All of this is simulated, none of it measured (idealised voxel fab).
Process module heading - voxel ribs on slabs
Displayed cross-section: cut, width of 240 nm, square cells sized 5 nm.
This document writes a cross-section as a grid whose cells are square, and gives it as bands, listed from the top down; one or more rows of cells form a band.
Look at the band entry: it leads with the top's height and the bottom's height in nm. Then it lists the materials left to right, with a width in nm for each. The word "all across" on a single material says that material fills the band edge to edge. The word "air" is empty space.
Basically, 0 is our baseline, since under it the wafer straight out of the box is all one material. The bottom band has no lower end and keeps on going down, so it looks like "0 nm and below".
The notation "30->40" denotes a width that varies across the rows of cells in the band, beginning at the first number in the top row, finishing at the second number in the bottom row, and changing by an identical amount from each row to the next.
It should be understood that the words "no modification", when stated for a given step, signify that the cross-section underwent no change in any of its cells during that step.
"Enclosed empty spaces" lists enclosed empty spaces (at least 8 cells, no open path upward to the top), each as width x height at distance from the left edge, in nm.
Whatever follows a step's settings on its line is a remark the simulator itself makes about that step.
The optional step-line setting "overlay nm" applies to steps with a mask and quantifies how far to the right of its planned location the mask lay, a negative value indicating leftward placement.

So here's the lineup of process steps we planned:
1. RECEIVE (material Si)
2. DIRECTIONAL_DEP (material SiO2; thk nm 30)
3. DIRECTIONAL_DEP (material SiN; thk nm 20)
4. MASKED_ETCH (tone cover; mask id RIB; width nm 25; etch materials SiN; depth nm 5; overlay nm 0)
5. PATTERN (tone cover; mask id SLAB; material resist; width nm 65; thk nm 20; overlay nm 0)
6. DIRECTIONAL_ETCH (etch materials SiN; depth nm 15)
7. STRIP (etch materials resist)
8. FILL_DEP (material SiO2; thk nm 15)
9. CMP (height nm 60)
10. DIRECTIONAL_DEP (material TiN; thk nm 5)
11. DIRECTIONAL_DEP (material aC; thk nm 10)
12. PATTERN (tone cover; mask id HEATER; material resist; width nm 35; thk nm 25; overlay nm 0)
13. DIRECTIONAL_ETCH (etch materials aC; depth nm 10)
14. STRIP (etch materials resist)
15. DIRECTIONAL_ETCH (etch materials TiN; depth nm 5)
16. STRIP (etch materials aC)
17. CONFORMAL_DEP (material SiO2; thk nm 10)

Cross-section of the wafer at receipt, which is the condition after step 1:
  0 nm and below  Si all across
  Enclosed empty spaces: none

a wafer at the end: this start, this plan, one mistake:
  75 nm to 70 nm  air 90 nm, then SiO2 55 nm, then air 95 nm
  70 nm to 65 nm  SiO2 all across
  65 nm to 60 nm  SiO2 100 nm, then TiN 35 nm, then SiO2 105 nm
  60 nm to 50 nm  SiO2 all across
  50 nm to 35 nm  SiO2 105 nm, then SiN 25 nm, then SiO2 110 nm
  35 nm to 30 nm  SiO2 85 nm, then SiN 65 nm, then SiO2 90 nm
  30 nm to 0 nm  SiO2 all across
  0 nm and below  Si all across
  Enclosed empty spaces: none
What was the processing mistake? note that step 4 departed from the planned setting and was carried out as MASKED_ETCH (tone cover; mask id RIB; width nm 25; etch materials SiN; depth nm 15; overlay nm 0)
